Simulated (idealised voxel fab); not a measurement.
The name of this process module is voxel gate over fins.
220 nm wide, 5 nm square cells: that's cross-section cut.
A cross-section in this document is a grid of square cells, and it is written down as bands, the top band listed before the ones below it; a band is made up of one or more rows of cells.
It is stipulated that each band's entry specify, in nanometres, the height of the top of the band and then that of its bottom, followed by the materials of the band in left-to-right sequence, each together with its width in nanometres. A single material marked by the word "edge to edge" is understood to fill the band from edge to edge; the word "air" is understood to denote empty space.
Beneath 0, the wafer as received is one material, and that level is where height counting begins. The lowest band goes on downward without a bottom; it is written like "0 nm and below".
Top row gets the first number, bottom row gets the second, and each row in between changes by the same step: that is how a band width like "30..40" works.
No cell of the cross-section changed in a step that is given as "nothing different".
Each empty space that has no open way to the top and spans at least 8 cells appears under "Enclosed internal cavities" as width x height at distance, the distance counted from the left edge, all in nm.
Heads up: the bit after the settings on a step's line is the simulator's remark on that step.
Among the settings permitted on a step's line is "overlay nm"; applied to a step with a mask, it specifies the extent to which the mask lay to the right of its planned position, whereas a negative figure signifies a position to the left.
plan
1. op RECEIVE | material Si
2. op CONFORMAL_DEP | material SiN | thk nm 10
3. op PATTERN | tone cover | mask id FINS | material resist | width nm 15 | pitch nm 45 | thk nm 15 | overlay nm 0
4. op DIRECTIONAL_ETCH | etch materials SiN | depth nm 10
5. op DIRECTIONAL_ETCH | etch materials Si | depth nm 40
6. op STRIP | etch materials resist
7. op FILL_DEP | material SiO2 | thk nm 15
8. op CMP | height nm 10
9. op SELECTIVE_ETCH | etch materials SiO2 | depth nm 20
10. op STRIP | etch materials SiN
11. op CONFORMAL_DEP | material HfO2 | thk nm 5
12. op CONFORMAL_DEP | material TiN | thk nm 5
13. op CONFORMAL_DEP | material TiAl | thk nm 5
14. op CONFORMAL_DEP | material TiN | thk nm 5
15. op FILL_DEP | material W | thk nm 15
16. op CMP | height nm 30
17. op CONFORMAL_DEP | material SiCN | thk nm 10
First wafer out of two, processed as planned
as received, after step 1
    0 nm and below = Si edge to edge
    Enclosed internal cavities: none
After step 2: wafer cross-section
    10 nm to 0 nm = SiN edge to edge
    For the remainder of the cross-section, below 0, there is no change.
After step 3: wafer cross-section
    25 nm to 10 nm = air 35 nm | resist 15 nm | air 30 nm | resist 15 nm | air 30 nm | resist 15 nm | air 30 nm | resist 15 nm | air 35 nm
    For the remainder of the cross-section, below 10, there is no change.
After step 4: wafer cross-section
    25 nm to 10 nm = air 35 nm | resist 15 nm | air 30 nm | resist 15 nm | air 30 nm | resist 15 nm | air 30 nm | resist 15 nm | air 35 nm
    10 nm to 0 nm = air 35 nm | SiN 15 nm | air 30 nm | SiN 15 nm | air 30 nm | SiN 15 nm | air 30 nm | SiN 15 nm | air 35 nm
    For the remainder of the cross-section, below 0, there is no change.
After step 5: wafer cross-section
    25 nm to 10 nm = air 35 nm | resist 15 nm | air 30 nm | resist 15 nm | air 30 nm | resist 15 nm | air 30 nm | resist 15 nm | air 35 nm
    10 nm to 0 nm = air 35 nm | SiN 15 nm | air 30 nm | SiN 15 nm | air 30 nm | SiN 15 nm | air 30 nm | SiN 15 nm | air 35 nm
    0 nm to -40 nm = air 35 nm | Si 15 nm | air 30 nm | Si 15 nm | air 30 nm | Si 15 nm | air 30 nm | Si 15 nm | air 35 nm
    For the remainder of the cross-section, below -40, there is no change.
After step 6: wafer cross-section
    10 nm to 0 nm = air 35 nm | SiN 15 nm | air 30 nm | SiN 15 nm | air 30 nm | SiN 15 nm | air 30 nm | SiN 15 nm | air 35 nm
    For the remainder of the cross-section, below 0, there is no change.
After step 7: wafer cross-section
    25 nm to 10 nm = SiO2 edge to edge
    10 nm to 0 nm = SiO2 35 nm | SiN 15 nm | SiO2 30 nm | SiN 15 nm | SiO2 30 nm | SiN 15 nm | SiO2 30 nm | SiN 15 nm | SiO2 35 nm
    0 nm to -40 nm = SiO2 35 nm | Si 15 nm | SiO2 30 nm | Si 15 nm | SiO2 30 nm | Si 15 nm | SiO2 30 nm | Si 15 nm | SiO2 35 nm
    For the remainder of the cross-section, below -40, there is no change.
After step 8: wafer cross-section
    10 nm to 0 nm = SiO2 35 nm | SiN 15 nm | SiO2 30 nm | SiN 15 nm | SiO2 30 nm | SiN 15 nm | SiO2 30 nm | SiN 15 nm | SiO2 35 nm
    For the remainder of the cross-section, below 0, there is no change.
After step 9: wafer cross-section
    10 nm to 0 nm = air 35 nm | SiN 15 nm | air 30 nm | SiN 15 nm | air 30 nm | SiN 15 nm | air 30 nm | SiN 15 nm | air 35 nm
    0 nm to -10 nm = air 35 nm | Si 15 nm | air 30 nm | Si 15 nm | air 30 nm | Si 15 nm | air 30 nm | Si 15 nm | air 35 nm
    For the remainder of the cross-section, below -10, there is no change.
After step 10: wafer cross-section
    0 nm to -10 nm = air 35 nm | Si 15 nm | air 30 nm | Si 15 nm | air 30 nm | Si 15 nm | air 30 nm | Si 15 nm | air 35 nm
    For the remainder of the cross-section, below -10, there is no change.
After step 11: wafer cross-section
    5 nm to 0 nm = air 30 nm | HfO2 25 nm | air 20 nm | HfO2 25 nm | air 20 nm | HfO2 25 nm | air 20 nm | HfO2 25 nm | air 30 nm
    0 nm to -5 nm = air 30 nm | HfO2 5 nm | Si 15 nm | HfO2 5 nm | air 20 nm | HfO2 5 nm | Si 15 nm | HfO2 5 nm | air 20 nm | HfO2 5 nm | Si 15 nm | HfO2 5 nm | air 20 nm | HfO2 5 nm | Si 15 nm | HfO2 5 nm | air 30 nm
    -5 nm to -10 nm = HfO2 35 nm | Si 15 nm | HfO2 30 nm | Si 15 nm | HfO2 30 nm | Si 15 nm | HfO2 30 nm | Si 15 nm | HfO2 35 nm
    For the remainder of the cross-section, below -10, there is no change.
After step 12: wafer cross-section
    10 nm to 5 nm = air 25 nm | TiN 35 nm | air 10 nm | TiN 35 nm | air 10 nm | TiN 35 nm | air 10 nm | TiN 35 nm | air 25 nm
    5 nm to 0 nm = air 25 nm | TiN 5 nm | HfO2 25 nm | TiN 5 nm | air 10 nm | TiN 5 nm | HfO2 25 nm | TiN 5 nm | air 10 nm | TiN 5 nm | HfO2 25 nm | TiN 5 nm | air 10 nm | TiN 5 nm | HfO2 25 nm | TiN 5 nm | air 25 nm
    0 nm to -5 nm = TiN 30 nm | HfO2 5 nm | Si 15 nm | HfO2 5 nm | TiN 20 nm | HfO2 5 nm | Si 15 nm | HfO2 5 nm | TiN 20 nm | HfO2 5 nm | Si 15 nm | HfO2 5 nm | TiN 20 nm | HfO2 5 nm | Si 15 nm | HfO2 5 nm | TiN 30 nm
    For the remainder of the cross-section, below -5, there is no change.
After step 13: wafer cross-section
    15 nm to 10 nm = air 20 nm | TiAl 180 nm | air 20 nm
    10 nm to 5 nm = air 20 nm | TiAl 5 nm | TiN 35 nm | TiAl 10 nm | TiN 35 nm | TiAl 10 nm | TiN 35 nm | TiAl 10 nm | TiN 35 nm | TiAl 5 nm | air 20 nm
    5 nm to 0 nm = TiAl 25 nm | TiN 5 nm | HfO2 25 nm | TiN 5 nm | TiAl 10 nm | TiN 5 nm | HfO2 25 nm | TiN 5 nm | TiAl 10 nm | TiN 5 nm | HfO2 25 nm | TiN 5 nm | TiAl 10 nm | TiN 5 nm | HfO2 25 nm | TiN 5 nm | TiAl 25 nm
    For the remainder of the cross-section, below 0, there is no change.
After step 14: wafer cross-section
    20 nm to 15 nm = air 15 nm | TiN 190 nm | air 15 nm
    15 nm to 10 nm = air 15 nm | TiN 5 nm | TiAl 180 nm | TiN 5 nm | air 15 nm
    10 nm to 5 nm = TiN 20 nm | TiAl 5 nm | TiN 35 nm | TiAl 10 nm | TiN 35 nm | TiAl 10 nm | TiN 35 nm | TiAl 10 nm | TiN 35 nm | TiAl 5 nm | TiN 20 nm
    For the remainder of the cross-section, below 5, there is no change.
After step 15: wafer cross-section
    35 nm to 20 nm = W edge to edge
    20 nm to 15 nm = W 15 nm | TiN 190 nm | W 15 nm
    15 nm to 10 nm = W 15 nm | TiN 5 nm | TiAl 180 nm | TiN 5 nm | W 15 nm
    For the remainder of the cross-section, below 10, there is no change.
After step 16: wafer cross-section
    30 nm to 20 nm = W edge to edge
    For the remainder of the cross-section, below 20, there is no change.
After step 17: wafer cross-section
    40 nm to 30 nm = SiCN edge to edge
    For the remainder of the cross-section, below 30, there is no change.
Regarding the second of the two wafers: it shared the first wafer's starting condition and process plan, yet one error occurred during its execution. Its history coincides with that of the first wafer up to and including step 2
Second wafer, cross-section, planned end of step 3
    25 nm to 10 nm = air 30 nm | resist 25 nm | air 20 nm | resist 25 nm | air 20 nm | resist 25 nm | air 20 nm | resist 25 nm | air 30 nm
    For the remainder of the cross-section, below 10, there is no change.
Second wafer, cross-section, planned end of step 4
    25 nm to 10 nm = air 30 nm | resist 25 nm | air 20 nm | resist 25 nm | air 20 nm | resist 25 nm | air 20 nm | resist 25 nm | air 30 nm
    10 nm to 0 nm = air 30 nm | SiN 25 nm | air 20 nm | SiN 25 nm | air 20 nm | SiN 25 nm | air 20 nm | SiN 25 nm | air 30 nm
    For the remainder of the cross-section, below 0, there is no change.
Second wafer, cross-section, planned end of step 5
    25 nm to 10 nm = air 30 nm | resist 25 nm | air 20 nm | resist 25 nm | air 20 nm | resist 25 nm | air 20 nm | resist 25 nm | air 30 nm
    10 nm to 0 nm = air 30 nm | SiN 25 nm | air 20 nm | SiN 25 nm | air 20 nm | SiN 25 nm | air 20 nm | SiN 25 nm | air 30 nm
    0 nm to -40 nm = air 30 nm | Si 25 nm | air 20 nm | Si 25 nm | air 20 nm | Si 25 nm | air 20 nm | Si 25 nm | air 30 nm
    For the remainder of the cross-section, below -40, there is no change.
Second wafer, cross-section, planned end of step 6
    10 nm to 0 nm = air 30 nm | SiN 25 nm | air 20 nm | SiN 25 nm | air 20 nm | SiN 25 nm | air 20 nm | SiN 25 nm | air 30 nm
    For the remainder of the cross-section, below 0, there is no change.
Second wafer, cross-section, planned end of step 7
    25 nm to 10 nm = SiO2 edge to edge
    10 nm to 0 nm = SiO2 30 nm | SiN 25 nm | SiO2 20 nm | SiN 25 nm | SiO2 20 nm | SiN 25 nm | SiO2 20 nm | SiN 25 nm | SiO2 30 nm
    0 nm to -40 nm = SiO2 30 nm | Si 25 nm | SiO2 20 nm | Si 25 nm | SiO2 20 nm | Si 25 nm | SiO2 20 nm | Si 25 nm | SiO2 30 nm
    For the remainder of the cross-section, below -40, there is no change.
Second wafer, cross-section, planned end of step 8
    10 nm to 0 nm = SiO2 30 nm | SiN 25 nm | SiO2 20 nm | SiN 25 nm | SiO2 20 nm | SiN 25 nm | SiO2 20 nm | SiN 25 nm | SiO2 30 nm
    For the remainder of the cross-section, below 0, there is no change.
Second wafer, cross-section, planned end of step 9
    10 nm to 0 nm = air 30 nm | SiN 25 nm | air 20 nm | SiN 25 nm | air 20 nm | SiN 25 nm | air 20 nm | SiN 25 nm | air 30 nm
    0 nm to -10 nm = air 30 nm | Si 25 nm | air 20 nm | Si 25 nm | air 20 nm | Si 25 nm | air 20 nm | Si 25 nm | air 30 nm
    For the remainder of the cross-section, below -10, there is no change.
Second wafer, cross-section, planned end of step 10
    0 nm to -10 nm = air 30 nm | Si 25 nm | air 20 nm | Si 25 nm | air 20 nm | Si 25 nm | air 20 nm | Si 25 nm | air 30 nm
    For the remainder of the cross-section, below -10, there is no change.
Second wafer, cross-section, planned end of step 11
    5 nm to 0 nm = air 25 nm | HfO2 35 nm | air 10 nm | HfO2 35 nm | air 10 nm | HfO2 35 nm | air 10 nm | HfO2 35 nm | air 25 nm
    0 nm to -5 nm = air 25 nm | HfO2 5 nm | Si 25 nm | HfO2 5 nm | air 10 nm | HfO2 5 nm | Si 25 nm | HfO2 5 nm | air 10 nm | HfO2 5 nm | Si 25 nm | HfO2 5 nm | air 10 nm | HfO2 5 nm | Si 25 nm | HfO2 5 nm | air 25 nm
    -5 nm to -10 nm = HfO2 30 nm | Si 25 nm | HfO2 20 nm | Si 25 nm | HfO2 20 nm | Si 25 nm | HfO2 20 nm | Si 25 nm | HfO2 30 nm
    For the remainder of the cross-section, below -10, there is no change.
Second wafer, cross-section, planned end of step 12
    10 nm to 5 nm = air 20 nm | TiN 180 nm | air 20 nm
    5 nm to 0 nm = air 20 nm | TiN 5 nm | HfO2 35 nm | TiN 10 nm | HfO2 35 nm | TiN 10 nm | HfO2 35 nm | TiN 10 nm | HfO2 35 nm | TiN 5 nm | air 20 nm
    0 nm to -5 nm = TiN 25 nm | HfO2 5 nm | Si 25 nm | HfO2 5 nm | TiN 10 nm | HfO2 5 nm | Si 25 nm | HfO2 5 nm | TiN 10 nm | HfO2 5 nm | Si 25 nm | HfO2 5 nm | TiN 10 nm | HfO2 5 nm | Si 25 nm | HfO2 5 nm | TiN 25 nm
    For the remainder of the cross-section, below -5, there is no change.
Second wafer, cross-section, planned end of step 13
    15 nm to 10 nm = air 15 nm | TiAl 190 nm | air 15 nm
    10 nm to 5 nm = air 15 nm | TiAl 5 nm | TiN 180 nm | TiAl 5 nm | air 15 nm
    5 nm to 0 nm = TiAl 20 nm | TiN 5 nm | HfO2 35 nm | TiN 10 nm | HfO2 35 nm | TiN 10 nm | HfO2 35 nm | TiN 10 nm | HfO2 35 nm | TiN 5 nm | TiAl 20 nm
    For the remainder of the cross-section, below 0, there is no change.
Second wafer, cross-section, planned end of step 14
    20 nm to 15 nm = air 10 nm | TiN 200 nm | air 10 nm
    15 nm to 10 nm = air 10 nm | TiN 5 nm | TiAl 190 nm | TiN 5 nm | air 10 nm
    10 nm to 5 nm = TiN 15 nm | TiAl 5 nm | TiN 180 nm | TiAl 5 nm | TiN 15 nm
    For the remainder of the cross-section, below 5, there is no change.
Second wafer, cross-section, planned end of step 15
    35 nm to 20 nm = W edge to edge
    20 nm to 15 nm = W 10 nm | TiN 200 nm | W 10 nm
    15 nm to 10 nm = W 10 nm | TiN 5 nm | TiAl 190 nm | TiN 5 nm | W 10 nm
    For the remainder of the cross-section, below 10, there is no change.
Second wafer, cross-section, planned end of step 16
    30 nm to 20 nm = W edge to edge
    For the remainder of the cross-section, below 20, there is no change.
Second wafer, cross-section, planned end of step 17
    40 nm to 30 nm = SiCN edge to edge
    For the remainder of the cross-section, below 30, there is no change.
It is concluded that the wafer was processed incorrectly with respect to the plan, in that step 3: run off-plan, actual operation and settings op PATTERN | tone cover | mask id FINS | material resist | width nm 25 | pitch nm 45 | thk nm 15 | overlay nm 0
The final cell counts differ between the wafers, with the second having more or fewer of some materials than the first: +64 Si | -48 SiO2 | -12 TiAl | -4 W
